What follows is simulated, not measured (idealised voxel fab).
The process module that follows is named voxel tone inversion.
Section cut is 230 nm wide and gridded with 5 nm square cells.
Cross-sections here: square-cell grids, written as top-down lists of bands, a band being one or more rows of cells.
This entry defines a band. It first specifies the height of the band's top and the height of its bottom in nm, and then specifies the band's materials from left to right, stating each material with its width in nm. The word "throughout" identifies a single material that fills the band from edge to edge, while the word "air" identifies empty space.
Ref level 0: as-received wafer is one material below here. Bottom band extends down with no lower bound ("top 0, no bottom").
So if you see something like "30->40" for the width, read it as the top row of the band sitting at the first number and the bottom row at the second, with every row in between moving by the same amount as the last.
You'll sometimes find "nothing different" written for a step, and that's the way of saying that nowhere in the cross-section did a cell change during that step.
Under "Sealed void list" you'll find the enclosed gaps, the ones with no way out to the top, that are 8 cells or bigger; each reads width x height at distance, with distance counted from the left edge, everything in nm.
Whatever follows a step's settings on its line is a remark the simulator itself makes about that step.
"overlay nm" on a masked step: distance the mask lay right of its planned place, negative for left.

**Planned step list for the process**
| 1 | RECEIVE: material Si |
| 2 | CONFORMAL_DEP: material SiN, thk nm 10 |
| 3 | DIRECTIONAL_DEP: material polySi, thk nm 20 |
| 4 | PATTERN: tone cover, mask id POSTS, material resist, width nm 15, pitch nm 40, thk nm 25, overlay nm 0 |
| 5 | DIRECTIONAL_ETCH: etch materials polySi, depth nm 20 |
| 6 | STRIP: etch materials resist |
| 7 | FILL_DEP: material SiO2, thk nm 5 |
| 8 | CMP: height nm 30 |
| 9 | STRIP: etch materials polySi |

**Cross-section: wafer on arrival = after step 1**
top 0, no bottom: Si throughout
Sealed void list: none

**Post-module cross-section of the first of two wafers (run per plan)**
top 30, bottom 10: 65 SiO2, 15 air, 25 SiO2, 15 air, 25 SiO2, 15 air, 70 SiO2
top 10, bottom 0: SiN throughout
top 0, no bottom: Si throughout
Sealed void list: none

**Wafer two (of two), end-of-module cross-section: start = wafer one, plan = wafer one, one run mistake**
top 30, bottom 10: 65 air, 15 polySi, 25 air, 15 polySi, 25 air, 15 polySi, 70 air
top 10, bottom 0: SiN throughout
top 0, no bottom: Si throughout
Sealed void list: none
Diagnosis: step 9 did not happen as planned, as run it was STRIP: etch materials SiO2
The second wafer ends with more or fewer cells of some materials than the first, per final count: SiO2: 148 fewer | polySi: 36 more
